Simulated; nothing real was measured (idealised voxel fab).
A process module follows: voxel self aligned contacts.
Square cells of 5 nm make up the cross-section cut, whose width is 285 nm.
Think of the cross-section as a grid of square cells. We describe it in bands, top to bottom, and each band covers one or more rows of those cells.
Top, bottom (nm), then materials left to right with widths (nm); lone material tagged "edge to edge" fills the whole band edge to edge; "air" = empty space.
Ref level 0: as-received wafer is one material below here. Bottom band extends down with no lower bound ("from 0 down").
With a width like "30..40", each row of cells in the band differs from the next by the same amount, the top row carrying the first number and the bottom row the second.
"nothing changed", as given for a step, is the statement that not any cell of the cross-section underwent a change during that step.
Look at "Completely enclosed voids" for the closed voids: empty spaces with no open path to the top, sized 8 cells or up. Each is width x height at distance, distance from the left edge, all nm.
Past the settings on a step's line: simulator remark, on that step.
A step's line can hold "overlay nm"; with a mask on that step, the setting says how far right of the planned place the mask lay, while a negative setting says it lay to the left.
# These are the steps we planned for the process
1) op RECEIVE | material Si
2) op OXIDIZE | depth nm 5
3) op DIRECTIONAL_DEP | material polySi | thk nm 30
4) op DIRECTIONAL_DEP | material SiN | thk nm 20
5) op MASKED_ETCH | tone cover | mask id GATE | width nm 25 | pitch nm 70 | etch materials SiN | depth nm 20 | overlay nm 0
6) op MASKED_ETCH | tone cover | mask id GATE | width nm 25 | pitch nm 70 | etch materials polySi | depth nm 30 | overlay nm 0
7) op CONFORMAL_DEP | material SiN | thk nm 10
8) op DIRECTIONAL_ETCH | etch materials SiN | depth nm 10
9) op FILL_DEP | material SiO2 | thk nm 20
10) op CMP | height nm 50
11) op DIRECTIONAL_DEP | material aC | thk nm 10
12) op PATTERN | tone open | mask id CONTACT | material resist | width nm 55 | pitch nm 70 | thk nm 30 | overlay nm 0
13) op DIRECTIONAL_ETCH | etch materials aC | depth nm 10
14) op STRIP | etch materials resist
15) op DIRECTIONAL_ETCH | etch materials SiO2 | depth nm 65
16) op STRIP | etch materials aC
17) op CONFORMAL_DEP | material TiN | thk nm 5
18) op FILL_DEP | material W | thk nm 10
19) op CMP | height nm 60
20) op CONFORMAL_DEP | material SiN | thk nm 5
Wafers differ in height nm at step 10; plan lists the first wafer's value; identical starting state.
# As-received cross-section, first of several wafers, post step 1
from 0 down = Si edge to edge
Completely enclosed voids: none
# Depicted here is the first of several wafers in cross-section, at module completion following the last step, step 20
from 65 to 60 = SiN edge to edge
from 60 to 55 = W edge to edge
from 55 to 50 = TiN (100) / W (15) / TiN (55) / W (15) / TiN (100)
from 50 to 30 = SiO2 (50) / SiN (45) / TiN (5) / W (15) / TiN (5) / SiN (45) / TiN (5) / W (15) / TiN (5) / SiN (45) / SiO2 (50)
from 30 to 0 = SiO2 (50) / SiN (10) / polySi (25) / SiN (10) / TiN (5) / W (15) / TiN (5) / SiN (10) / polySi (25) / SiN (10) / TiN (5) / W (15) / TiN (5) / SiN (10) / polySi (25) / SiN (10) / SiO2 (50)
from 0 to -5 = SiO2 (95) / TiN (25) / SiO2 (45) / TiN (25) / SiO2 (95)
from -5 down = Si edge to edge
Completely enclosed voids: none
# Cross-section of the final wafer among several, taken at the end of the module
from 65 to 60 = SiN edge to edge
from 60 to 50 = SiO2 (80) / TiN (5..20) / W (45..15) / TiN (5..20) / SiO2 (15) / TiN (5..20) / W (45..15) / TiN (5..20) / SiO2 (80)
from 50 to 30 = SiO2 (50) / SiN (45) / TiN (5) / W (15) / TiN (5) / SiN (45) / TiN (5) / W (15) / TiN (5) / SiN (45) / SiO2 (50)
from 30 to 10 = SiO2 (50) / SiN (10) / polySi (25) / SiN (10) / TiN (5) / W (15) / TiN (5) / SiN (10) / polySi (25) / SiN (10) / TiN (5) / W (15) / TiN (5) / SiN (10) / polySi (25) / SiN (10) / SiO2 (50)
from 10 to 5 = SiO2 (50) / SiN (10) / polySi (25) / SiN (10) / TiN (25) / SiN (10) / polySi (25) / SiN (10) / TiN (25) / SiN (10) / polySi (25) / SiN (10) / SiO2 (50)
from 5 to 0 = SiO2 (50) / SiN (10) / polySi (25) / SiN (10) / SiO2 (25) / SiN (10) / polySi (25) / SiN (10) / SiO2 (25) / SiN (10) / polySi (25) / SiN (10) / SiO2 (50)
from 0 to -5 = SiO2 edge to edge
from -5 down = Si edge to edge
Completely enclosed voids: none
# Each row below is a wafer at the end of the module, listing for every material the number of cells it has gained (+) or lost (-) since it was received, followed by its closed voids
height nm 50; -57 Si; +237 SiN; +247 SiO2; +101 TiN; +123 W; +90 polySi; Completely enclosed voids: none
height nm 55; -57 Si; +237 SiN; +282 SiO2; +105 TiN; +84 W; +90 polySi; Completely enclosed voids: none
height nm 60; -57 Si; +237 SiN; +317 SiO2; +70 TiN; +84 W; +90 polySi; Completely enclosed voids: none
height nm 65; -57 Si; +237 SiN; +327 SiO2; +66 TiN; +78 W; +90 polySi; Completely enclosed voids: none
height nm 70; -57 Si; +237 SiN; +337 SiO2; +62 TiN; +72 W; +90 polySi; Completely enclosed voids: none
